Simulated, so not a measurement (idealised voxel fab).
The name of this process module is voxel spacer lines.
The figure presents cross-section cut, which has a width of 300 nm and is divided into square cells with an edge length of 5 nm.
A cross-section in this document is a grid of square cells, and it is written down as bands, the top band listed before the ones below it; a band is made up of one or more rows of cells. Band entry format. Leading values: height of top, height of bottom, nm. Remainder: materials in left-to-right order, each with its width in nm. Special words: "throughout" on a single material, which then fills the band edge to edge; "air", empty space. Heights from 0 (as-received wafer is one material below). Bottom band endless downward, as "z 0 and below". With a width like "30 to 40", each row of cells in the band differs from the next by the same amount, the top row carrying the first number and the bottom row the second. It should be understood that the words "no alteration", when stated for a given step, signify that the cross-section underwent no change in any of its cells during that step. Look at "Entrapped voids" for the closed voids: empty spaces with no open path to the top, sized 8 cells or up. Each is width x height at distance, distance from the left edge, all nm. Heads up: the bit after the settings on a step's line is the simulator's remark on that step. overlay nm: on a step with a mask, how far right of its planned place the mask lay; negative means left.

[So here's the lineup of process steps we planned]
1) RECEIVE (material Si)
2) CONFORMAL_DEP (material Al2O3; thk nm 5)
3) DIRECTIONAL_DEP (material TiN; thk nm 15)
4) DIRECTIONAL_DEP (material aC; thk nm 25)
5) PATTERN (tone cover; mask id MANDREL; material resist; width nm 15; pitch nm 60; thk nm 30; overlay nm 0)
6) DIRECTIONAL_ETCH (etch materials aC; depth nm 25)
7) STRIP (etch materials resist)
8) CONFORMAL_DEP (material SiO2; thk nm 15)
9) DIRECTIONAL_ETCH (etch materials SiO2; depth nm 15)
10) STRIP (etch materials aC)
11) DIRECTIONAL_ETCH (etch materials TiN; depth nm 15)
12) STRIP (etch materials SiO2)
What sets these wafers apart? The thk nm at step 2. They all start alike, and the plan carries the first wafer's value.

[As-received state after step 1, first of several wafers, cross-section]
z 0 and below  Si throughout
Entrapped voids: none

[Table: wafers, a row each; end-of-module cell change per material since receipt, gain (+), loss (-); then closed voids]
thk nm 5; +60 Al2O3; +36 TiN; Entrapped voids: none
thk nm 10; +120 Al2O3; +36 TiN; Entrapped voids: none
thk nm 15; +180 Al2O3; +36 TiN; Entrapped voids: none
thk nm 20; +240 Al2O3; +36 TiN; Entrapped voids: none
